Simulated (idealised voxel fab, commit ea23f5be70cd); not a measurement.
The following is a process module called voxel wiring stack.
Square cell edge 5 nm, section width 175 nm, ID cut.
For the purposes of this document, a cross-section shall be understood as a grid of square cells, specified as bands listed in top-to-bottom order, each band consisting of one or more rows of cells.
A band entry consists of two parts. The first gives the height of the band's top and the height of its bottom, in nm. The rest lists the band's materials from left to right, each with its width in nm. A single material labelled with the word "full width" fills the band from edge to edge, and the word "air" marks empty space.
Height 0 is the level under which the wafer as received is all one material. The lowest band goes on downwards, as in "0 nm and below".
The expression "30..40" gives the width at the extremes of the band, the first number at its top row of cells and the second at its bottom row, with the width changing by equal amounts from each row to the next in between.
Where a step carries "same as before", the cross-section came out of it unchanged, cell for cell.
The list in "Closed void list" covers empty spaces of 8 cells or more that cannot reach the top through any open way, and it gives each as width x height at distance; the distance is from the left edge, and width, height and distance are in nm.
On each step's line, the part that comes after the settings is the simulator's own comment on the step.
overlay nm: mask offset rightward from planned place, masked step; negative means leftward offset.

-- Here's what the planned process steps look like
1) RECEIVE | material Si
2) CONFORMAL_DEP | material SiO2 | thk nm 15
3) DIRECTIONAL_DEP | material TiN | thk nm 5
4) DIRECTIONAL_DEP | material Ru | thk nm 15
5) MASKED_ETCH | tone cover | mask id METAL_1 | width nm 25 | pitch nm 55 | etch materials Ru | depth nm 15 | overlay nm 0
6) MASKED_ETCH | tone cover | mask id METAL_1 | width nm 25 | pitch nm 55 | etch materials TiN | depth nm 5 | overlay nm 0
7) FILL_DEP | material lowk | thk nm 5
8) CMP | height nm 35
9) CONFORMAL_DEP | material SiCN | thk nm 5
10) DIRECTIONAL_DEP | material lowk | thk nm 10
11) DIRECTIONAL_DEP | material aC | thk nm 15
12) PATTERN | tone open | mask id PLUG_1 | material resist | width nm 15 | pitch nm 55 | thk nm 30 | overlay nm 0
13) DIRECTIONAL_ETCH | etch materials aC | depth nm 15
14) STRIP | etch materials resist
15) DIRECTIONAL_ETCH | etch materials lowk | depth nm 10
16) DIRECTIONAL_ETCH | etch materials SiCN | depth nm 5
17) STRIP | etch materials aC
18) CONFORMAL_DEP | material TiN | thk nm 5
19) FILL_DEP | material Ru | thk nm 5
20) CMP | height nm 50
21) CONFORMAL_DEP | material SiCN | thk nm 5
22) DIRECTIONAL_DEP | material SiO2 | thk nm 15
23) PATTERN | tone open | mask id METAL_2 | material resist | width nm 25 | pitch nm 55 | thk nm 15 | overlay nm 0
24) DIRECTIONAL_ETCH | etch materials SiO2 | depth nm 15
25) DIRECTIONAL_ETCH | etch materials SiCN | depth nm 5
26) STRIP | etch materials resist
27) CONFORMAL_DEP | material TiN | thk nm 5
28) FILL_DEP | material Ru | thk nm 5
29) CMP | height nm 70
30) CONFORMAL_DEP | material SiCN | thk nm 5
31) DIRECTIONAL_DEP | material SiO2 | thk nm 30
32) MASKED_ETCH | tone open | mask id METAL_3_HOLES | width nm 15 | etch materials SiO2 | depth nm 30 | overlay nm 0
33) MASKED_ETCH | tone open | mask id METAL_3 | width nm 25 | pitch nm 55 | etch materials SiO2 | depth nm 15 | overlay nm 0
34) MASKED_ETCH | tone open | mask id METAL_3 | width nm 25 | pitch nm 55 | etch materials SiCN | depth nm 5 | overlay nm 0
35) CONFORMAL_DEP | material TiN | thk nm 5
36) FILL_DEP | material Ru | thk nm 5
37) CMP | height nm 105
38) CONFORMAL_DEP | material SiCN | thk nm 5

-- Cross-sectional view of the wafer in its as-received condition, corresponding to the state after step 1
> 0 nm and below  Si full width
> Closed void list: none

-- The following cross-section depicts the wafer upon conclusion of the module. Processing commenced from the starting condition illustrated above and adhered to the plan illustrated above, save for one mistake in execution
> 110 nm to 105 nm  SiCN full width
> 105 nm to 95 nm  45 SiO2  5 TiN  15 Ru  5 TiN  30 SiO2  5 TiN  15 Ru  5 TiN  50 SiO2
> 95 nm to 90 nm  45 SiO2  5 TiN  5 Ru  15 TiN  30 SiO2  25 TiN  50 SiO2
> 90 nm to 75 nm  45 SiO2  5 TiN  5 Ru  5 TiN  115 SiO2
> 75 nm to 70 nm  45 SiCN  15 TiN  115 SiCN
> 70 nm to 55 nm  45 SiO2  5 TiN  15 Ru  5 TiN  30 SiO2  5 TiN  15 Ru  5 TiN  50 SiO2
> 55 nm to 50 nm  45 SiCN  25 TiN  30 SiCN  25 TiN  50 SiCN
> 50 nm to 40 nm  45 lowk  5 TiN  5 Ru  5 TiN  40 lowk  5 TiN  5 Ru  5 TiN  60 lowk
> 40 nm to 35 nm  45 SiCN  15 TiN  40 SiCN  15 TiN  60 SiCN
> 35 nm to 30 nm  lowk full width
> 30 nm to 15 nm  45 lowk  25 Ru  30 lowk  25 Ru  50 lowk
> 15 nm to 0 nm  SiO2 full width
> 0 nm and below  Si full width
> Closed void list: none
Run error: no execution of plan step 3; skipped
